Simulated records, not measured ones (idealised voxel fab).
process module | voxel released beams
cross-section cut | 285 nm wide | cells 5 nm
A cross-section is a grid of square cells, given in bands from the top down. A band is one or more rows of cells.
Each band's line starts with the height of the band's top and of its bottom, in nm. Then come its materials from left to right, each with its width in nm. One material with "throughout" fills the band from edge to edge. "air" is empty space.
Height 0 is the level under which the wafer as received is all one material. The lowest band goes on downwards, as in "0 down".
A width such as "30 to 40" changes by the same amount from each row of cells to the next, from the band's top row to its bottom row.
"no change" after a step means that no cell of the cross-section changed.
closed voids: empty space of 8 cells or more with no open way to the top, each as width x height at its distance from the left edge, in nm
after a step's settings: what the simulator itself notes on the step
overlay nm, on a step with a mask: how far to the right of its planned place the mask lay; to the left if negative
plan
1 op RECEIVE | material Si
2 op CONFORMAL_DEP | material SiN | thk nm 10
3 op DIRECTIONAL_DEP | material SiO2 | thk nm 10
4 op MASKED_ETCH | tone open | mask id ANCHOR | width nm 25 | etch materials SiO2 | depth nm 10 | overlay nm 0
5 op CONFORMAL_DEP | material polySi | thk nm 10
6 op DIRECTIONAL_DEP | material aC | thk nm 15
7 op PATTERN | tone cover | mask id BEAM | material resist | width nm 90 | thk nm 30 | overlay nm 0
8 op DIRECTIONAL_ETCH | etch materials aC | depth nm 15
9 op STRIP | etch materials resist
10 op DIRECTIONAL_ETCH | etch materials polySi | depth nm 10
11 op STRIP | etch materials aC
12 op STRIP | etch materials SiO2
first wafer, as planned
as received, after step 1
  0 down: Si throughout
  closed voids: none
after step 2
  10 to 0: SiN throughout
  below 0: unchanged
after step 3
  20 to 10: SiO2 throughout
  below 10: unchanged
after step 4
  20 to 10: SiO2 100 | air 25 | SiO2 160
  below 10: unchanged
after step 5
  30 to 20: polySi 110 | air 5 | polySi 170
  20 to 10: SiO2 100 | polySi 25 | SiO2 160
  below 10: unchanged
after step 6
  45 to 35: aC 110 | air 5 | aC 170
  35 to 30: aC throughout
  30 to 20: polySi 110 | aC 5 | polySi 170
  below 20: unchanged
after step 7
  75 to 45: air 95 | resist 90 | air 100
  45 to 35: aC 110 | resist 5 | aC 170
  below 35: unchanged
after step 8
  60 to 45: air 95 | resist 90 | air 100
  45 to 35: air 95 | aC 15 | resist 5 | aC 70 | air 100
  35 to 30: air 95 | aC 90 | air 100
  below 30: unchanged
after step 9
  45 to 35: air 95 | aC 15 | air 5 | aC 70 | air 100
  below 35: unchanged
after step 10
  45 to 35: air 95 | aC 15 | air 5 | aC 70 | air 100
  35 to 30: air 95 | aC 90 | air 100
  30 to 20: air 95 | polySi 15 | aC 5 | polySi 70 | air 100
  below 20: unchanged
after step 11
  30 to 20: air 95 | polySi 15 | air 5 | polySi 70 | air 100
  below 20: unchanged
after step 12
  30 to 20: air 95 | polySi 15 | air 5 | polySi 70 | air 100
  20 to 10: air 100 | polySi 25 | air 160
  below 10: unchanged
second wafer: like start, like plan, one mistake. Through step 1 it matches the first wafer
when step 2 should have ended
  10 to 0: SiO2 throughout
  below 0: unchanged
when step 3 should have ended
  20 to 10: SiN throughout
  below 10: unchanged
when step 4 should have ended: no change
when step 5 should have ended
  30 to 20: polySi throughout
  below 20: unchanged
when step 6 should have ended
  45 to 30: aC throughout
  below 30: unchanged
when step 7 should have ended
  75 to 45: air 95 | resist 90 | air 100
  below 45: unchanged
when step 8 should have ended
  60 to 45: air 95 | resist 90 | air 100
  45 to 30: air 95 | aC 90 | air 100
  below 30: unchanged
when step 9 should have ended
  45 to 30: air 95 | aC 90 | air 100
  below 30: unchanged
when step 10 should have ended
  45 to 30: air 95 | aC 90 | air 100
  30 to 20: air 95 | polySi 90 | air 100
  below 20: unchanged
when step 11 should have ended
  30 to 20: air 95 | polySi 90 | air 100
  below 20: unchanged
when step 12 should have ended: no change
what went wrong: steps 2 and 3 were swapped
at the end the second wafer has, in cells: 114 more of SiO2 | 8 fewer of polySi
